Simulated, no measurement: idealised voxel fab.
Proc. module: voxel local oxidation
Xsec cut, 275 nm wide, square cell size 5 nm.
When this document writes out a cross-section, it uses a grid of square cells and lists it as bands, beginning at the top and moving down, with a band standing for one or more rows of cells.
Top, bottom (nm), then materials left to right with widths (nm); lone material tagged "full width" fills the whole band edge to edge; "blank" = empty space.
We count height from 0. Below that, the starting wafer is all one material. The lowest band never ends at the bottom but goes on down; see "from 0 down" for how that is written.
Width: "30 to 40" (first number = top row, second number = bottom row, same change from row to row of cells).
Key: "remains unaltered" - step with no changed cell in the cross-section.
If an empty space has no open way to the top and is at least 8 cells in size, "Unvented internal voids" lists it, written width x height at distance, where distance is measured from the left edge and every value is in nm.
after a step's settings: what the simulator itself notes on the step
overlay nm, on a step with a mask: how far to the right of its planned place the mask lay; to the left if negative

# This section lists the process steps that were planned
| 1 | RECEIVE [material Si] |
| 2 | OXIDIZE [depth nm 5] |
| 3 | CONFORMAL_DEP [material SiN] [thk nm 15] |
| 4 | PATTERN [tone cover] [mask id ACTIVE] [material resist] [width nm 115] [thk nm 20] [overlay nm 0] |
| 5 | DIRECTIONAL_ETCH [etch materials SiN] [depth nm 15] |
| 6 | STRIP [etch materials resist] |
| 7 | SELECTIVE_ETCH [etch materials SiO2] [depth nm 5] |
| 8 | OXIDIZE [depth nm 10] |
| 9 | STRIP [etch materials SiN] |

# Cross-section of the wafer as it came to us, i.e., already through step 1
    from 0 down: Si full width
    Unvented internal voids: none

# Cross-section taken at module completion on the first of two wafers; processed per the plan
    from 0 to -5: blank 85, SiO2 105, blank 85
    from -5 to -15: SiO2 95, Si 85, SiO2 95
    from -15 down: Si full width
    Unvented internal voids: none

# Here is the second of the two wafers cut open at the end of the module - same start, same plan as the first one, but we made one mistake running it
    from 15 to 0: blank 80, SiN 115, blank 80
    from 0 to -5: blank 85, SiO2 105, blank 85
    from -5 to -15: SiO2 95, Si 85, SiO2 95
    from -15 down: Si full width
    Unvented internal voids: none
Deviation from plan: the plan's step 9 went unexecuted, having been skipped
Final tally in cells, some materials are higher or lower on the second wafer than on the first: SiN +69
